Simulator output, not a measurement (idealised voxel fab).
Herein follows the process module entitled voxel capacitor over wiring.
It is cross-section cut that appears here, measuring 195 nm in width, its square cells being 5 nm in size.
Throughout this document, each cross-section is represented as a grid of square cells and is presented as a sequence of bands enumerated from the top downward, where a band comprises one or more rows of cells.
Top height, bottom height, nm. Materials left to right, width each, nm. Single material + "all across" = fills band edge to edge. "empty" = empty.
Height is counted from the level 0, under which the received wafer is composed throughout of one material. The lowest of the bands is not closed at the bottom but continues downward, in the notation "top 0, no bottom".
Quick explanation for "30..40": the width changes in equal steps down the rows of cells, from the first number in the band's top row to the second number in its bottom row.
"no modification" (step): cross-section cells unchanged, all of them.
"Unvented cavities" contains a list of empty spaces, each no smaller than 8 cells and without an open way to the top, written in the form width x height at distance with the distance from the left edge and all three in nm.
Anything after a step's settings on that line? It's the simulator's own note about the step.
overlay nm, on a step with a mask: how far to the right of its planned place the mask lay; to the left if negative
-- So here's the lineup of process steps we planned
1: RECEIVE with material Si
2: CONFORMAL_DEP with material SiO2, thk nm 10
3: CONFORMAL_DEP with material SiCN, thk nm 5
4: DIRECTIONAL_DEP with material lowk, thk nm 15
5: PATTERN with tone open, mask id METAL_1, material resist, width nm 25, pitch nm 80, thk nm 15, overlay nm 0
6: DIRECTIONAL_ETCH with etch materials lowk, depth nm 5
7: DIRECTIONAL_ETCH with etch materials SiCN, depth nm 5
8: STRIP with etch materials resist
9: CONFORMAL_DEP with material TiN, thk nm 5
10: FILL_DEP with material Cu, thk nm 10
11: CMP with height nm 30
12: EPI with material Ru, thk nm 5
13: FILL_DEP with material SiCN, thk nm 5
14: DIRECTIONAL_DEP with material lowk, thk nm 10
15: MASKED_ETCH with tone open, mask id PLUG_1, width nm 15, etch materials lowk, depth nm 10, overlay nm 0
16: MASKED_ETCH with tone open, mask id PLUG_1, width nm 15, etch materials SiCN, depth nm 5, overlay nm 0
17: EPI with material Ru, thk nm 10
18: EPI with material Ru, thk nm 5
19: DIRECTIONAL_DEP with material TiN, thk nm 10
20: DIRECTIONAL_DEP with material SiN, thk nm 5
21: DIRECTIONAL_DEP with material TiN, thk nm 10
22: DIRECTIONAL_DEP with material aC, thk nm 10
23: PATTERN with tone cover, mask id UPPER_PLATE, material resist, width nm 60, thk nm 30, overlay nm 0
24: DIRECTIONAL_ETCH with etch materials aC, depth nm 10
25: STRIP with etch materials resist
26: DIRECTIONAL_ETCH with etch materials TiN, depth nm 10
27: DIRECTIONAL_ETCH with etch materials SiN, depth nm 5
28: STRIP with etch materials aC
29: MASKED_ETCH with tone cover, mask id LOWER_PLATE, width nm 70, etch materials TiN, depth nm 10, overlay nm 0
30: FILL_DEP with material SiO2, thk nm 15
31: CMP with height nm 85
32: PATTERN with tone open, mask id PLUG_2, material resist, width nm 15, thk nm 20, overlay nm 0
33: DIRECTIONAL_ETCH with etch materials SiO2, depth nm 10
34: STRIP with etch materials resist
35: CONFORMAL_DEP with material TiN, thk nm 5
36: FILL_DEP with material Cu, thk nm 5
37: CMP with height nm 85
38: CONFORMAL_DEP with material SiCN, thk nm 5
For clarity, it should be stated that the wafers under discussion commence in an identical condition and differ with respect to the depth nm of step 6, the plan indicating the value that the first wafer had.
-- After step 1, as received: first of several wafers, cross-section
    top 0, no bottom | Si all across
    Unvented cavities: none
-- Below: a row per wafer. Contents at end of module: for every material, cells gained since receipt (+) or lost since receipt (-); then closed voids
depth nm 5; +1 Cu; +23 Ru; +139 SiCN; +12 SiN; +281 SiO2; +67 TiN; +179 lowk; Unvented cavities: none
depth nm 10; +7 Cu; +23 Ru; +139 SiCN; +12 SiN; +281 SiO2; +71 TiN; +169 lowk; Unvented cavities: none
depth nm 15; +19 Cu; +23 Ru; +129 SiCN; +12 SiN; +281 SiO2; +79 TiN; +159 lowk; Unvented cavities: none
depth nm 20; +19 Cu; +23 Ru; +129 SiCN; +12 SiN; +281 SiO2; +79 TiN; +159 lowk; Unvented cavities: none
depth nm 25; +19 Cu; +23 Ru; +129 SiCN; +12 SiN; +281 SiO2; +79 TiN; +159 lowk; Unvented cavities: none
depth nm 30; +19 Cu; +23 Ru; +129 SiCN; +12 SiN; +281 SiO2; +79 TiN; +159 lowk; Unvented cavities: none
